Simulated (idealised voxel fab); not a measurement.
Title: Process Module voxel plated lines
For reference, the cross-section in this document is cut, with width 265 nm and square cells of 5 nm.
Cross-section = grid of square cells, listed top down in bands; band = one or more rows. Read a band's entry like this: the first values are the height of its top and the height of its bottom in nm, and what follows is the sequence of materials from left to right, each with its width in nm. Note that "air" is empty space, and that a single material marked "everywhere" reaches across the band from edge to edge. Height reference: 0 = level under which incoming wafer is all one material. Lowest band: no bottom, runs on downward, e.g. "0 -> down". Graded width ("30 to 40"): value in top row of band = first number; value in bottom row = second number; row-to-row change constant. What does "nothing altered" mean for a step? It means no cell of the cross-section changed in that step. Empty spaces counting at least 8 cells and having no open way to the top are listed in "Closed empty spaces". The notation width x height at distance is used for each, the distance being from the left edge and all three values in nm. Text after the settings on a step's line: the simulator's own remark on that step. overlay nm, on a step with a mask: how far to the right of its planned place the mask lay; to the left if negative.

BELOW IS THE LIST OF PLANNED PROCESS STEPS
1,RECEIVE | material Si
2,CONFORMAL_DEP | material SiN | thk nm 10
3,DIRECTIONAL_DEP | material TiN | thk nm 5
4,PATTERN | tone open | mask id LINES | material resist | width nm 25 | pitch nm 50 | thk nm 15 | overlay nm 0
5,EPI | material Ru | thk nm 10
6,STRIP | etch materials resist
7,DIRECTIONAL_ETCH | etch materials TiN | depth nm 5
8,CONFORMAL_DEP | material SiO2 | thk nm 10

RECEIVED-STATE CROSS-SECTION, REFLECTING COMPLETION OF STEP 1
- 0 -> down: Si everywhere
- Closed empty spaces: none

WAFER CROSS-SECTION AT MODULE END: FIRST OF TWO, RUN TO PLAN
- 35 -> 25: air: 60  SiO2: 45  air: 5  SiO2: 45  air: 5  SiO2: 45  air: 60
- 25 -> 20: air: 60  SiO2: 10  Ru: 25  SiO2: 10  air: 5  SiO2: 10  Ru: 25  SiO2: 10  air: 5  SiO2: 10  Ru: 25  SiO2: 10  air: 60
- 20 -> 15: SiO2: 70  Ru: 25  SiO2: 25  Ru: 25  SiO2: 25  Ru: 25  SiO2: 70
- 15 -> 10: SiO2: 70  TiN: 25  SiO2: 25  TiN: 25  SiO2: 25  TiN: 25  SiO2: 70
- 10 -> 0: SiN everywhere
- 0 -> down: Si everywhere
- Closed empty spaces: none

END OF MODULE, SECOND WAFER, CROSS-SECTION. STARTED LIKE THE FIRST, PLANNED LIKE THE FIRST, RUN WITH ONE MISTAKE
- 30 -> 20: air: 60  SiO2: 45  air: 5  SiO2: 45  air: 5  SiO2: 45  air: 60
- 20 -> 15: air: 60  SiO2: 10  Ru: 25  SiO2: 10  air: 5  SiO2: 10  Ru: 25  SiO2: 10  air: 5  SiO2: 10  Ru: 25  SiO2: 10  air: 60
- 15 -> 10: SiO2: 70  Ru: 25  SiO2: 25  Ru: 25  SiO2: 25  Ru: 25  SiO2: 70
- 10 -> 5: SiO2: 70  TiN: 25  SiO2: 25  TiN: 25  SiO2: 25  TiN: 25  SiO2: 70
- 5 -> 0: SiN everywhere
- 0 -> down: Si everywhere
- Closed empty spaces: none
Diagnosis: step 2 was not run as planned; what actually ran was CONFORMAL_DEP | material SiN | thk nm 5
It is noted that, at the conclusion of processing, the second wafer exhibits a higher or lower cell count for certain materials relative to the first: SiN: 53 fewer
